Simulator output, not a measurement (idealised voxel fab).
process module | voxel spacer lines
cross-section cut | 295 nm wide | cells 5 nm
A cross-section is a grid of square cells, given in bands from the top down. A band is one or more rows of cells.
Each band's line starts with the height of the band's top and of its bottom, in nm. Then come its materials from left to right, each with its width in nm. One material with "throughout" fills the band from edge to edge. "air" is empty space.
Height 0 is the level under which the wafer as received is all one material. The lowest band goes on downwards, as in "0 down".
A width such as "30 to 40" changes by the same amount from each row of cells to the next, from the band's top row to its bottom row.
"no change" after a step means that no cell of the cross-section changed.
closed voids: empty space of 8 cells or more with no open way to the top, each as width x height at its distance from the left edge, in nm
after a step's settings: what the simulator itself notes on the step
overlay nm, on a step with a mask: how far to the right of its planned place the mask lay; to the left if negative
plan
1 op RECEIVE | material Si
2 op CONFORMAL_DEP | material Al2O3 | thk nm 10
3 op DIRECTIONAL_DEP | material SiN | thk nm 20
4 op DIRECTIONAL_DEP | material aC | thk nm 30
5 op PATTERN | tone cover | mask id MANDREL | material resist | width nm 15 | pitch nm 60 | thk nm 40 | overlay nm 0
6 op DIRECTIONAL_ETCH | etch materials aC | depth nm 30
7 op STRIP | etch materials resist
8 op CONFORMAL_DEP | material SiO2 | thk nm 15
9 op DIRECTIONAL_ETCH | etch materials SiO2 | depth nm 15
10 op STRIP | etch materials aC
11 op DIRECTIONAL_ETCH | etch materials SiN | depth nm 20
12 op STRIP | etch materials SiO2
13 op FILL_DEP | material SiO2 | thk nm 10
14 op CMP | height nm 30
as received, after step 1
  0 down: Si throughout
  closed voids: none
first wafer at the end, as planned
  30 to 10: SiO2 65 | SiN 15 | SiO2 15 | SiN 15 | SiO2 15 | SiN 15 | SiO2 15 | SiN 15 | SiO2 15 | SiN 15 | SiO2 15 | SiN 15 | SiO2 65
  10 to 0: Al2O3 throughout
  0 down: Si throughout
  closed voids: none
second wafer at the end: like start, like plan, one mistake
  30 to 10: aC 65 | SiN 15 | aC 15 | SiN 15 | aC 15 | SiN 15 | aC 15 | SiN 15 | aC 15 | SiN 15 | aC 15 | SiN 15 | aC 65
  10 to 0: Al2O3 throughout
  0 down: Si throughout
  closed voids: none
what went wrong: step 13 ran as: op FILL_DEP | material aC | thk nm 10
at the end the second wafer has, in cells: 164 fewer of SiO2 | 164 more of aC
